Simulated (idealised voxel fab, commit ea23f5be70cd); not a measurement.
process module | voxel plated lines
cross-section cut | 225 nm wide | cells 5 nm
A cross-section is a grid of square cells, given in bands from the top down. A band is one or more rows of cells.
Each band's line starts with the height of the band's top and of its bottom, in nm. Then come its materials from left to right, each with its width in nm. One material with "throughout" fills the band from edge to edge. "air" is empty space.
Height 0 is the level under which the wafer as received is all one material. The lowest band goes on downwards, as in "0 down".
A width such as "30 to 40" changes by the same amount from each row of cells to the next, from the band's top row to its bottom row.
"no change" after a step means that no cell of the cross-section changed.
closed voids: empty space of 8 cells or more with no open way to the top, each as width x height at its distance from the left edge, in nm
after a step's settings: what the simulator itself notes on the step
overlay nm, on a step with a mask: how far to the right of its planned place the mask lay; to the left if negative
plan
1 op RECEIVE | material Si
2 op CONFORMAL_DEP | material Al2O3 | thk nm 10
3 op DIRECTIONAL_DEP | material TiN | thk nm 5
4 op PATTERN | tone open | mask id LINES | material resist | width nm 25 | pitch nm 55 | thk nm 15 | overlay nm 0
5 op EPI | material Ru | thk nm 10
6 op STRIP | etch materials resist
7 op DIRECTIONAL_ETCH | etch materials TiN | depth nm 5
8 op CONFORMAL_DEP | material SiO2 | thk nm 10
first wafer, as planned
as received, after step 1
  0 down: Si throughout
  closed voids: none
after step 2
  10 to 0: Al2O3 throughout
  below 0: unchanged
after step 3
  15 to 10: TiN throughout
  below 10: unchanged
after step 4
  30 to 15: resist 70 | air 25 | resist 30 | air 25 | resist 75
  below 15: unchanged
after step 5
  30 to 25: resist 70 | air 25 | resist 30 | air 25 | resist 75
  25 to 15: resist 70 | Ru 25 | resist 30 | Ru 25 | resist 75
  below 15: unchanged
after step 6
  25 to 15: air 70 | Ru 25 | air 30 | Ru 25 | air 75
  below 15: unchanged
after step 7
  25 to 15: air 70 | Ru 25 | air 30 | Ru 25 | air 75
  15 to 10: air 70 | TiN 25 | air 30 | TiN 25 | air 75
  below 10: unchanged
after step 8
  35 to 25: air 60 | SiO2 45 | air 10 | SiO2 45 | air 65
  25 to 20: air 60 | SiO2 10 | Ru 25 | SiO2 10 | air 10 | SiO2 10 | Ru 25 | SiO2 10 | air 65
  20 to 15: SiO2 70 | Ru 25 | SiO2 30 | Ru 25 | SiO2 75
  15 to 10: SiO2 70 | TiN 25 | SiO2 30 | TiN 25 | SiO2 75
  below 10: unchanged
second wafer: like start, like plan, one mistake. Through step 4 it matches the first wafer
when step 5 should have ended
  35 to 30: air 65 | Ru 35 | air 20 | Ru 35 | air 70
  30 to 15: resist 70 | Ru 25 | resist 30 | Ru 25 | resist 75
  below 15: unchanged
when step 6 should have ended
  35 to 30: air 65 | Ru 35 | air 20 | Ru 35 | air 70
  30 to 15: air 70 | Ru 25 | air 30 | Ru 25 | air 75
  below 15: unchanged
when step 7 should have ended
  35 to 30: air 65 | Ru 35 | air 20 | Ru 35 | air 70
  30 to 15: air 70 | Ru 25 | air 30 | Ru 25 | air 75
  15 to 10: air 65 | TiN 35 | air 20 | TiN 35 | air 70
  below 10: unchanged
when step 8 should have ended
  45 to 35: air 55 | SiO2 110 | air 60
  35 to 30: air 55 | SiO2 10 | Ru 35 | SiO2 20 | Ru 35 | SiO2 10 | air 60
  30 to 20: air 55 | SiO2 15 | Ru 25 | SiO2 30 | Ru 25 | SiO2 15 | air 60
  20 to 15: SiO2 70 | Ru 25 | SiO2 30 | Ru 25 | SiO2 75
  15 to 10: SiO2 65 | TiN 35 | SiO2 20 | TiN 35 | SiO2 70
  below 10: unchanged
what went wrong: step 5 was run twice
at the end the second wafer has, in cells: 24 more of Ru | 28 more of SiO2 | 4 more of TiN
